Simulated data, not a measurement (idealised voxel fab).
Proc. module: voxel self aligned contacts
The cross-section shown here is cut; it is 245 nm wide and divided into square cells measuring 5 nm on a side.
This document writes a cross-section as a grid whose cells are square, and gives it as bands, listed from the top down; one or more rows of cells form a band. The band entry comprises the height of the band's top followed by the height of its bottom, expressed in nm, and subsequently the band's materials from left to right, each stated together with its width in nm. Where a single material is marked with the word "edge to edge", that material fills the band from edge to edge. The word "air" represents empty space. For the purposes of this specification, 0 denotes the height below which the wafer in its as-received condition is composed wholly of one material, and the lowermost band, lacking a lower limit, extends downward without end, as expressed in "top 0, no bottom". A width such as "30 to 40" changes by the same amount from each row of cells to the next, from the band's top row to its bottom row. Where the words "left unchanged" appear for a step, the cross-section shows no cell changed by that step; every cell remained as before. The label "Fully sealed cavities" introduces a list of the empty spaces, 8 cells or larger, that have no open way up to the top; each entry in it reads width x height at distance, where the distance is taken from the left edge and all three are stated in nm. Past the settings on a step's line: simulator remark, on that step. Each step line may optionally specify "overlay nm", which for a step with a mask gives the rightward distance between the mask's planned place and where it lay, a negative value indicating the leftward direction.
-- Process steps foreseen in the plan
| 1 | RECEIVE [material Si] |
| 2 | OXIDIZE [depth nm 5] |
| 3 | DIRECTIONAL_DEP [material polySi] [thk nm 25] |
| 4 | DIRECTIONAL_DEP [material SiN] [thk nm 15] |
| 5 | DIRECTIONAL_DEP [material aC] [thk nm 15] |
| 6 | PATTERN [tone cover] [mask id GATE] [material resist] [width nm 35] [pitch nm 70] [thk nm 35] [overlay nm 0] |
| 7 | DIRECTIONAL_ETCH [etch materials aC] [depth nm 15] |
| 8 | STRIP [etch materials resist] |
| 9 | DIRECTIONAL_ETCH [etch materials SiN] [depth nm 15] |
| 10 | DIRECTIONAL_ETCH [etch materials polySi] [depth nm 25] |
| 11 | STRIP [etch materials aC] |
| 12 | CONFORMAL_DEP [material SiN] [thk nm 5] |
| 13 | DIRECTIONAL_ETCH [etch materials SiN] [depth nm 5] |
| 14 | FILL_DEP [material SiO2] [thk nm 10] |
| 15 | CMP [height nm 45] |
| 16 | PATTERN [tone open] [mask id CONTACT] [material resist] [width nm 55] [thk nm 15] [overlay nm 0] |
| 17 | DIRECTIONAL_ETCH [etch materials SiO2] [depth nm 50] |
| 18 | STRIP [etch materials resist] |
| 19 | CONFORMAL_DEP [material TiN] [thk nm 5] |
| 20 | FILL_DEP [material W] [thk nm 10] |
| 21 | CMP [height nm 45] |
| 22 | CONFORMAL_DEP [material SiN] [thk nm 5] |
-- First out of two wafers; run went to plan
-- This is the cross-section of the wafer as we received it, i.e. after step 1
  top 0, no bottom  Si edge to edge
  Fully sealed cavities: none
-- Cross-sectional representation of the wafer at the conclusion of step 2
  top 0, bottom -5  SiO2 edge to edge
  All layers under -5 are left as they were.
-- Cross-sectional representation of the wafer at the conclusion of step 3
  top 25, bottom 0  polySi edge to edge
  All layers under 0 are left as they were.
-- Cross-sectional representation of the wafer at the conclusion of step 4
  top 40, bottom 25  SiN edge to edge
  All layers under 25 are left as they were.
-- Cross-sectional representation of the wafer at the conclusion of step 5
  top 55, bottom 40  aC edge to edge
  All layers under 40 are left as they were.
-- Cross-sectional representation of the wafer at the conclusion of step 6
  top 90, bottom 55  air=70  resist=35  air=35  resist=35  air=70
  All layers under 55 are left as they were.
-- Cross-sectional representation of the wafer at the conclusion of step 7
  top 75, bottom 55  air=70  resist=35  air=35  resist=35  air=70
  top 55, bottom 40  air=70  aC=35  air=35  aC=35  air=70
  All layers under 40 are left as they were.
-- Cross-sectional representation of the wafer at the conclusion of step 8
  top 55, bottom 40  air=70  aC=35  air=35  aC=35  air=70
  All layers under 40 are left as they were.
-- Cross-sectional representation of the wafer at the conclusion of step 9
  top 55, bottom 40  air=70  aC=35  air=35  aC=35  air=70
  top 40, bottom 25  air=70  SiN=35  air=35  SiN=35  air=70
  All layers under 25 are left as they were.
-- Cross-sectional representation of the wafer at the conclusion of step 10
  top 55, bottom 40  air=70  aC=35  air=35  aC=35  air=70
  top 40, bottom 25  air=70  SiN=35  air=35  SiN=35  air=70
  top 25, bottom 0  air=70  polySi=35  air=35  polySi=35  air=70
  All layers under 0 are left as they were.
-- Cross-sectional representation of the wafer at the conclusion of step 11
  top 40, bottom 25  air=70  SiN=35  air=35  SiN=35  air=70
  All layers under 25 are left as they were.
-- Cross-sectional representation of the wafer at the conclusion of step 12
  top 45, bottom 25  air=65  SiN=45  air=25  SiN=45  air=65
  top 25, bottom 5  air=65  SiN=5  polySi=35  SiN=5  air=25  SiN=5  polySi=35  SiN=5  air=65
  top 5, bottom 0  SiN=70  polySi=35  SiN=35  polySi=35  SiN=70
  All layers under 0 are left as they were.
-- Cross-sectional representation of the wafer at the conclusion of step 13
  top 40, bottom 25  air=65  SiN=45  air=25  SiN=45  air=65
  top 25, bottom 0  air=65  SiN=5  polySi=35  SiN=5  air=25  SiN=5  polySi=35  SiN=5  air=65
  All layers under 0 are left as they were.
-- Cross-sectional representation of the wafer at the conclusion of step 14
  top 50, bottom 40  SiO2 edge to edge
  top 40, bottom 25  SiO2=65  SiN=45  SiO2=25  SiN=45  SiO2=65
  top 25, bottom 0  SiO2=65  SiN=5  polySi=35  SiN=5  SiO2=25  SiN=5  polySi=35  SiN=5  SiO2=65
  All layers under 0 are left as they were.
-- Cross-sectional representation of the wafer at the conclusion of step 15
  top 45, bottom 40  SiO2 edge to edge
  All layers under 40 are left as they were.
-- Cross-sectional representation of the wafer at the conclusion of step 16
  top 60, bottom 45  resist=95  air=55  resist=95
  All layers under 45 are left as they were.
-- Cross-sectional representation of the wafer at the conclusion of step 17
  top 60, bottom 45  resist=95  air=55  resist=95
  top 45, bottom 40  SiO2=95  air=55  SiO2=95
  top 40, bottom 25  SiO2=65  SiN=45  air=25  SiN=45  SiO2=65
  top 25, bottom 0  SiO2=65  SiN=5  polySi=35  SiN=5  air=25  SiN=5  polySi=35  SiN=5  SiO2=65
  top 0, bottom -5  SiO2=110  air=25  SiO2=110
  All layers under -5 are left as they were.
-- Cross-sectional representation of the wafer at the conclusion of step 18
  top 45, bottom 40  SiO2=95  air=55  SiO2=95
  All layers under 40 are left as they were.
-- Cross-sectional representation of the wafer at the conclusion of step 19
  top 50, bottom 45  TiN=100  air=45  TiN=100
  top 45, bottom 40  SiO2=95  TiN=20  air=15  TiN=20  SiO2=95
  top 40, bottom 25  SiO2=65  SiN=45  TiN=5  air=15  TiN=5  SiN=45  SiO2=65
  top 25, bottom 0  SiO2=65  SiN=5  polySi=35  SiN=5  TiN=5  air=15  TiN=5  SiN=5  polySi=35  SiN=5  SiO2=65
  top 0, bottom -5  SiO2=110  TiN=25  SiO2=110
  All layers under -5 are left as they were.
-- Cross-sectional representation of the wafer at the conclusion of step 20
  top 60, bottom 50  W edge to edge
  top 50, bottom 45  TiN=100  W=45  TiN=100
  top 45, bottom 40  SiO2=95  TiN=20  W=15  TiN=20  SiO2=95
  top 40, bottom 25  SiO2=65  SiN=45  TiN=5  W=15  TiN=5  SiN=45  SiO2=65
  top 25, bottom 0  SiO2=65  SiN=5  polySi=35  SiN=5  TiN=5  W=15  TiN=5  SiN=5  polySi=35  SiN=5  SiO2=65
  All layers under 0 are left as they were.
-- Cross-sectional representation of the wafer at the conclusion of step 21
  top 45, bottom 40  SiO2=95  TiN=20  W=15  TiN=20  SiO2=95
  All layers under 40 are left as they were.
-- Cross-sectional representation of the wafer at the conclusion of step 22
  top 50, bottom 45  SiN edge to edge
  All layers under 45 are left as they were.
-- The Second Wafer: Common Origin and Plan, One Mistake in Execution, Identical to the First Through Step 2
-- Planned end of step 3: second wafer, cross-section
  top 50, bottom 0  polySi edge to edge
  All layers under 0 are left as they were.
-- Planned end of step 4: second wafer, cross-section
  top 65, bottom 50  SiN edge to edge
  All layers under 50 are left as they were.
-- Planned end of step 5: second wafer, cross-section
  top 80, bottom 65  aC edge to edge
  All layers under 65 are left as they were.
-- Planned end of step 6: second wafer, cross-section
  top 115, bottom 80  air=70  resist=35  air=35  resist=35  air=70
  All layers under 80 are left as they were.
-- Planned end of step 7: second wafer, cross-section
  top 100, bottom 80  air=70  resist=35  air=35  resist=35  air=70
  top 80, bottom 65  air=70  aC=35  air=35  aC=35  air=70
  All layers under 65 are left as they were.
-- Planned end of step 8: second wafer, cross-section
  top 80, bottom 65  air=70  aC=35  air=35  aC=35  air=70
  All layers under 65 are left as they were.
-- Planned end of step 9: second wafer, cross-section
  top 80, bottom 65  air=70  aC=35  air=35  aC=35  air=70
  top 65, bottom 50  air=70  SiN=35  air=35  SiN=35  air=70
  All layers under 50 are left as they were.
-- Planned end of step 10: second wafer, cross-section
  top 80, bottom 65  air=70  aC=35  air=35  aC=35  air=70
  top 65, bottom 50  air=70  SiN=35  air=35  SiN=35  air=70
  top 50, bottom 25  air=70  polySi=35  air=35  polySi=35  air=70
  All layers under 25 are left as they were.
-- Planned end of step 11: second wafer, cross-section
  top 65, bottom 50  air=70  SiN=35  air=35  SiN=35  air=70
  All layers under 50 are left as they were.
-- Planned end of step 12: second wafer, cross-section
  top 70, bottom 50  air=65  SiN=45  air=25  SiN=45  air=65
  top 50, bottom 30  air=65  SiN=5  polySi=35  SiN=5  air=25  SiN=5  polySi=35  SiN=5  air=65
  top 30, bottom 25  SiN=70  polySi=35  SiN=35  polySi=35  SiN=70
  All layers under 25 are left as they were.
-- Planned end of step 13: second wafer, cross-section
  top 65, bottom 50  air=65  SiN=45  air=25  SiN=45  air=65
  top 50, bottom 25  air=65  SiN=5  polySi=35  SiN=5  air=25  SiN=5  polySi=35  SiN=5  air=65
  All layers under 25 are left as they were.
-- Planned end of step 14: second wafer, cross-section
  top 75, bottom 65  SiO2 edge to edge
  top 65, bottom 50  SiO2=65  SiN=45  SiO2=25  SiN=45  SiO2=65
  top 50, bottom 25  SiO2=65  SiN=5  polySi=35  SiN=5  SiO2=25  SiN=5  polySi=35  SiN=5  SiO2=65
  All layers under 25 are left as they were.
-- Planned end of step 15: second wafer, cross-section
  top 45, bottom 25  SiO2=65  SiN=5  polySi=35  SiN=5  SiO2=25  SiN=5  polySi=35  SiN=5  SiO2=65
  All layers under 25 are left as they were.
-- Planned end of step 16: second wafer, cross-section
  top 60, bottom 45  resist=95  air=55  resist=95
  All layers under 45 are left as they were.
-- Planned end of step 17: second wafer, cross-section
  top 60, bottom 45  resist=95  air=55  resist=95
  top 45, bottom 25  SiO2=65  SiN=5  polySi=35  SiN=5  air=25  SiN=5  polySi=35  SiN=5  SiO2=65
  All layers under 25 are left as they were.
-- Planned end of step 18: second wafer, cross-section
  top 45, bottom 25  SiO2=65  SiN=5  polySi=35  SiN=5  air=25  SiN=5  polySi=35  SiN=5  SiO2=65
  All layers under 25 are left as they were.
-- Planned end of step 19: second wafer, cross-section
  top 50, bottom 45  TiN=115  air=15  TiN=115
  top 45, bottom 30  SiO2=65  SiN=5  polySi=35  SiN=5  TiN=5  air=15  TiN=5  SiN=5  polySi=35  SiN=5  SiO2=65
  top 30, bottom 25  SiO2=65  SiN=5  polySi=35  SiN=5  TiN=25  SiN=5  polySi=35  SiN=5  SiO2=65
  All layers under 25 are left as they were.
-- Planned end of step 20: second wafer, cross-section
  top 60, bottom 50  W edge to edge
  top 50, bottom 45  TiN=115  W=15  TiN=115
  top 45, bottom 30  SiO2=65  SiN=5  polySi=35  SiN=5  TiN=5  W=15  TiN=5  SiN=5  polySi=35  SiN=5  SiO2=65
  All layers under 30 are left as they were.
-- Planned end of step 21: second wafer, cross-section
  top 45, bottom 30  SiO2=65  SiN=5  polySi=35  SiN=5  TiN=5  W=15  TiN=5  SiN=5  polySi=35  SiN=5  SiO2=65
  All layers under 30 are left as they were.
-- Planned end of step 22: second wafer, cross-section
  top 50, bottom 45  SiN edge to edge
  All layers under 45 are left as they were.
The mistake made against the process plan was this: step 3 in the plan was executed twice
The final cell counts differ between the wafers, with the second having more or fewer of some materials than the first: -58 SiN | -137 SiO2 | -18 TiN | -18 W | +231 polySi
